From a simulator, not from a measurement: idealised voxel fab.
process module | voxel self aligned contacts
cross-section cut | 280 nm wide | cells 5 nm
A cross-section is a grid of square cells, given in bands from the top down. A band is one or more rows of cells.
Each band's line starts with the height of the band's top and of its bottom, in nm. Then come its materials from left to right, each with its width in nm. One material with "throughout" fills the band from edge to edge. "air" is empty space.
Height 0 is the level under which the wafer as received is all one material. The lowest band goes on downwards, as in "0 down".
A width such as "30 to 40" changes by the same amount from each row of cells to the next, from the band's top row to its bottom row.
"no change" after a step means that no cell of the cross-section changed.
closed voids: empty space of 8 cells or more with no open way to the top, each as width x height at its distance from the left edge, in nm
after a step's settings: what the simulator itself notes on the step
overlay nm, on a step with a mask: how far to the right of its planned place the mask lay; to the left if negative
plan
1 op RECEIVE | material Si
2 op OXIDIZE | depth nm 5
3 op DIRECTIONAL_DEP | material polySi | thk nm 25
4 op DIRECTIONAL_DEP | material SiN | thk nm 20
5 op MASKED_ETCH | tone cover | mask id GATE | width nm 30 | pitch nm 65 | etch materials SiN | depth nm 20 | overlay nm 0
6 op MASKED_ETCH | tone cover | mask id GATE | width nm 30 | pitch nm 65 | etch materials polySi | depth nm 25 | overlay nm 0
7 op CONFORMAL_DEP | material SiN | thk nm 10
8 op DIRECTIONAL_ETCH | etch materials SiN | depth nm 10
9 op FILL_DEP | material SiO2 | thk nm 10
10 op CMP | height nm 50
11 op PATTERN | tone open | mask id CONTACT | material resist | width nm 45 | pitch nm 65 | thk nm 15 | overlay nm 0
12 op DIRECTIONAL_ETCH | etch materials SiO2 | depth nm 55
13 op STRIP | etch materials resist
14 op CONFORMAL_DEP | material TiN | thk nm 5
15 op FILL_DEP | material W | thk nm 5
16 op CMP | height nm 50
17 op CONFORMAL_DEP | material SiCN | thk nm 5
as received, after step 1
  0 down: Si throughout
  closed voids: none
a wafer at the end: this start, this plan, one mistake
  55 to 50: SiCN throughout
  50 to 45: SiO2 80 | TiN 25 | W 5 | TiN 15 | SiO2 20 | TiN 25 | W 5 | TiN 15 | SiO2 90
  45 to 25: SiO2 50 | SiN 50 | TiN 5 | W 5 | TiN 5 | SiN 50 | TiN 5 | W 5 | TiN 5 | SiN 50 | SiO2 50
  25 to 0: SiO2 50 | SiN 10 | polySi 30 | SiN 10 | TiN 5 | W 5 | TiN 5 | SiN 10 | polySi 30 | SiN 10 | TiN 5 | W 5 | TiN 5 | SiN 10 | polySi 30 | SiN 10 | SiO2 50
  0 to -5: SiO2 100 | TiN 15 | SiO2 50 | TiN 15 | SiO2 100
  -5 down: Si throughout
  closed voids: none
what went wrong: step 11 ran as: op PATTERN | tone open | mask id CONTACT | material resist | width nm 45 | pitch nm 65 | thk nm 15 | overlay nm -5
